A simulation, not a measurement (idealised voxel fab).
The following process module bears the name voxel self aligned contacts.
Section cut is 235 nm wide and gridded with 5 nm square cells.
Throughout this document, each cross-section is represented as a grid of square cells and is presented as a sequence of bands enumerated from the top downward, where a band comprises one or more rows of cells.
Top height, bottom height, nm. Materials left to right, width each, nm. Single material + "all across" = fills band edge to edge. "empty" = empty.
Note: height 0 marks the level under which the wafer is uniformly one material as received. Lowest band unbounded below, written "0..down".
Width spec "30..40" -> top row of cells at first value, bottom row at second value, equal per-row change in between.
"nothing different", as given for a step, is the statement that not any cell of the cross-section underwent a change during that step.
Under "Sealed void listing" you'll find the enclosed gaps, the ones with no way out to the top, that are 8 cells or bigger; each reads width x height at distance, with distance counted from the left edge, everything in nm.
It should be noted that, on the line of a given step, the content following the step's settings is a remark produced by the simulator itself with respect to that step.
overlay nm: mask offset rightward from planned place, masked step; negative means leftward offset.
### The process steps that were planned are listed below
1: RECEIVE with material Si
2: CONFORMAL_DEP with material SiO2, thk nm 5
3: DIRECTIONAL_DEP with material polySi, thk nm 20
4: DIRECTIONAL_DEP with material SiN, thk nm 25
5: MASKED_ETCH with tone cover, mask id GATE, width nm 25, pitch nm 65, etch materials SiN, depth nm 25, overlay nm 0
6: MASKED_ETCH with tone cover, mask id GATE, width nm 25, pitch nm 65, etch materials polySi, depth nm 20, overlay nm 0
7: CONFORMAL_DEP with material SiN, thk nm 10
8: DIRECTIONAL_ETCH with etch materials SiN, depth nm 10
9: FILL_DEP with material SiO2, thk nm 15
10: CMP with height nm 60
11: PATTERN with tone open, mask id CONTACT, material resist, width nm 50, pitch nm 65, thk nm 20, overlay nm 0
12: DIRECTIONAL_ETCH with etch materials SiO2, depth nm 60
13: STRIP with etch materials resist
14: CONFORMAL_DEP with material TiN, thk nm 5
15: FILL_DEP with material Ru, thk nm 10
16: CMP with height nm 60
17: CONFORMAL_DEP with material SiCN, thk nm 5
### Wafer cross-section on receipt, i.e. after step 1
* 0..down | Si all across
* Sealed void listing: none
### Wafer cross-section at module end: first of two, run to plan
* 65..60 | SiCN all across
* 60..50 | 60 SiO2, 5..20 TiN, 40..10 Ru, 5..20 TiN, 15 SiO2, 5..20 TiN, 40..10 Ru, 5..20 TiN, 60 SiO2
* 50..25 | 30 SiO2, 45 SiN, 5 TiN, 10 Ru, 5 TiN, 45 SiN, 5 TiN, 10 Ru, 5 TiN, 45 SiN, 30 SiO2
* 25..5 | 30 SiO2, 10 SiN, 25 polySi, 10 SiN, 5 TiN, 10 Ru, 5 TiN, 10 SiN, 25 polySi, 10 SiN, 5 TiN, 10 Ru, 5 TiN, 10 SiN, 25 polySi, 10 SiN, 30 SiO2
* 5..0 | 75 SiO2, 20 TiN, 45 SiO2, 20 TiN, 75 SiO2
* 0..down | Si all across
* Sealed void listing: none
### Cross-sectional image of the second wafer of the two following completion of the module. Starting state and process plan were the same as for the first wafer; one execution error occurred
* 65..60 | SiCN all across
* 60..50 | 60 SiO2, 5..20 TiN, 40..10 Ru, 5..20 TiN, 15 SiO2, 5..20 TiN, 40..10 Ru, 5..20 TiN, 60 SiO2
* 50..30 | 30 SiO2, 45 SiN, 5 TiN, 10 Ru, 5 TiN, 45 SiN, 5 TiN, 10 Ru, 5 TiN, 45 SiN, 30 SiO2
* 30..25 | 30 SiO2, 45 SiN, 20 TiN, 45 SiN, 20 TiN, 45 SiN, 30 SiO2
* 25..5 | 25 SiO2, 10 SiN, 35 polySi, 10 SiN, 10 TiN, 10 SiN, 35 polySi, 10 SiN, 10 TiN, 10 SiN, 35 polySi, 10 SiN, 25 SiO2
* 5..0 | 80 SiO2, 10 TiN, 55 SiO2, 10 TiN, 80 SiO2
* 0..down | Si all across
* Sealed void listing: none
What was done differently from what was planned? so step 6 ended up running with a different setting than we planned, it ran as MASKED_ETCH with tone cover, mask id GATE, width nm 35, pitch nm 65, etch materials polySi, depth nm 20, overlay nm 0
Once processing is complete, comparing cell counts shows that the second wafer has more or fewer of certain materials than the first: 20 fewer of Ru; 4 fewer of SiO2; 24 more of polySi
